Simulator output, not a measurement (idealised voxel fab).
process module | voxel capacitor over wiring
Shown is cross-section cut, with a width of 260 nm and square cells of size 5 nm.
Heads up, the way a cross-section reads in here is a grid of square cells, handed over as bands from the top down, with every band being one or more rows of cells. Top, bottom (nm), then materials left to right with widths (nm); lone material tagged "full width" fills the whole band edge to edge; "empty" = empty space. Heights are expressed relative to 0, this being the level below which the as-received wafer comprises one material exclusively. The lowest band is unbounded in the downward direction and is denoted as in "z 0 and below". A two-number width, for instance "30..40", indicates that the width is equal to the first number in the top row of the band and to the second number in the bottom row, and that it changes by a constant amount per row of cells. The designation "nothing changed", where it is given for a processing step, indicates that no cell of the cross-section was altered in the course of that step. Any empty space of 8 cells or more lacking an open way to the top shows up in "Enclosed void catalog" as width x height at distance, distance from the left edge, in nm. On a step's line, text after the settings is the simulator commenting on that step. "overlay nm" answers the question of how far to the right of plan the mask lay on a step that has a mask, and when it is negative the answer is to the left.

The following list gives the planned process steps
step 1: RECEIVE [material Si]
step 2: CONFORMAL_DEP [material SiO2] [thk nm 15]
step 3: DIRECTIONAL_DEP [material TiN] [thk nm 5]
step 4: DIRECTIONAL_DEP [material Ru] [thk nm 25]
step 5: PATTERN [tone cover] [mask id METAL_1] [material resist] [width nm 25] [pitch nm 95] [thk nm 15] [overlay nm 0]
step 6: DIRECTIONAL_ETCH [etch materials Ru] [depth nm 25]
step 7: DIRECTIONAL_ETCH [etch materials TiN] [depth nm 5]
step 8: STRIP [etch materials resist]
step 9: FILL_DEP [material SiO2] [thk nm 5]
step 10: CMP [height nm 45]
step 11: CONFORMAL_DEP [material SiCN] [thk nm 5]
step 12: DIRECTIONAL_DEP [material SiO2] [thk nm 10]
step 13: DIRECTIONAL_DEP [material aC] [thk nm 10]
step 14: PATTERN [tone open] [mask id PLUG_1] [material resist] [width nm 15] [thk nm 25] [overlay nm 0]
step 15: DIRECTIONAL_ETCH [etch materials aC] [depth nm 10]
step 16: STRIP [etch materials resist]
step 17: DIRECTIONAL_ETCH [etch materials SiO2] [depth nm 10]
step 18: DIRECTIONAL_ETCH [etch materials SiCN] [depth nm 5]
step 19: STRIP [etch materials aC]
step 20: EPI [material Ru] [thk nm 10]
step 21: EPI [material Ru] [thk nm 5]
step 22: DIRECTIONAL_DEP [material TiN] [thk nm 5]
step 23: DIRECTIONAL_DEP [material Al2O3] [thk nm 5]
step 24: DIRECTIONAL_DEP [material TiN] [thk nm 5]
step 25: MASKED_ETCH [tone cover] [mask id UPPER_PLATE] [width nm 75] [etch materials TiN] [depth nm 5] [overlay nm 0]
step 26: MASKED_ETCH [tone cover] [mask id UPPER_PLATE] [width nm 75] [etch materials Al2O3] [depth nm 5] [overlay nm 0]
step 27: DIRECTIONAL_DEP [material aC] [thk nm 15]
step 28: PATTERN [tone cover] [mask id LOWER_PLATE] [material resist] [width nm 85] [thk nm 30] [overlay nm 0]
step 29: DIRECTIONAL_ETCH [etch materials aC] [depth nm 15]
step 30: STRIP [etch materials resist]
step 31: DIRECTIONAL_ETCH [etch materials TiN] [depth nm 5]
step 32: STRIP [etch materials aC]
step 33: FILL_DEP [material SiO2] [thk nm 15]
step 34: CMP [height nm 85]
step 35: MASKED_ETCH [tone open] [mask id PLUG_2] [width nm 15] [etch materials SiO2] [depth nm 10] [overlay nm 0]
step 36: CONFORMAL_DEP [material TiN] [thk nm 5]
step 37: FILL_DEP [material W] [thk nm 5]
step 38: CMP [height nm 85]
step 39: CONFORMAL_DEP [material SiN] [thk nm 5]

as received, after step 1
* z 0 and below  Si full width
* Enclosed void catalog: none

As-planned run: cross-section of the first of two wafers at end of module
* z 90 to 85  SiN full width
* z 85 to 80  90 nm SiO2; 5 nm TiN; 5 nm W; 5 nm TiN; 155 nm SiO2
* z 80 to 70  90..80 nm SiO2; 15..75 nm TiN; 155..105 nm SiO2
* z 70 to 65  80 nm SiO2; 75 nm Al2O3; 105 nm SiO2
* z 65 to 60  75 nm SiO2; 85 nm TiN; 100 nm SiO2
* z 60 to 50  80 nm SiO2; 15 nm Ru; 165 nm SiO2
* z 50 to 45  80 nm SiCN; 15 nm Ru; 165 nm SiCN
* z 45 to 20  70 nm SiO2; 25 nm Ru; 70 nm SiO2; 25 nm Ru; 70 nm SiO2
* z 20 to 15  70 nm SiO2; 25 nm TiN; 70 nm SiO2; 25 nm TiN; 70 nm SiO2
* z 15 to 0  SiO2 full width
* z 0 and below  Si full width
* Enclosed void catalog: none

Same start, same plan as the first wafer - but one mistake in the run. Cross-section of the second of the two at the end of the module
* z 90 to 85  SiN full width
* z 85 to 80  90 nm SiO2; 5 nm TiN; 5 nm W; 5 nm TiN; 155 nm SiO2
* z 80 to 70  90..75 nm SiO2; 15..75 nm TiN; 155..110 nm SiO2
* z 70 to 65  75 nm SiO2; 80 nm Al2O3; 105 nm SiO2
* z 65 to 60  75 nm SiO2; 85 nm TiN; 100 nm SiO2
* z 60 to 50  80 nm SiO2; 15 nm Ru; 165 nm SiO2
* z 50 to 45  80 nm SiCN; 15 nm Ru; 165 nm SiCN
* z 45 to 20  70 nm SiO2; 25 nm Ru; 70 nm SiO2; 25 nm Ru; 70 nm SiO2
* z 20 to 15  70 nm SiO2; 25 nm TiN; 70 nm SiO2; 25 nm TiN; 70 nm SiO2
* z 15 to 0  SiO2 full width
* z 0 and below  Si full width
* Enclosed void catalog: none
Deviation noted in wafer processing: step 25 changed vs plan, executed as MASKED_ETCH [tone cover] [mask id UPPER_PLATE] [width nm 75] [etch materials TiN] [depth nm 5] [overlay nm -5]
Counted in cells at the end, the second wafer holds more or fewer of these materials than the first: Al2O3: 1 more, SiO2: 1 fewer
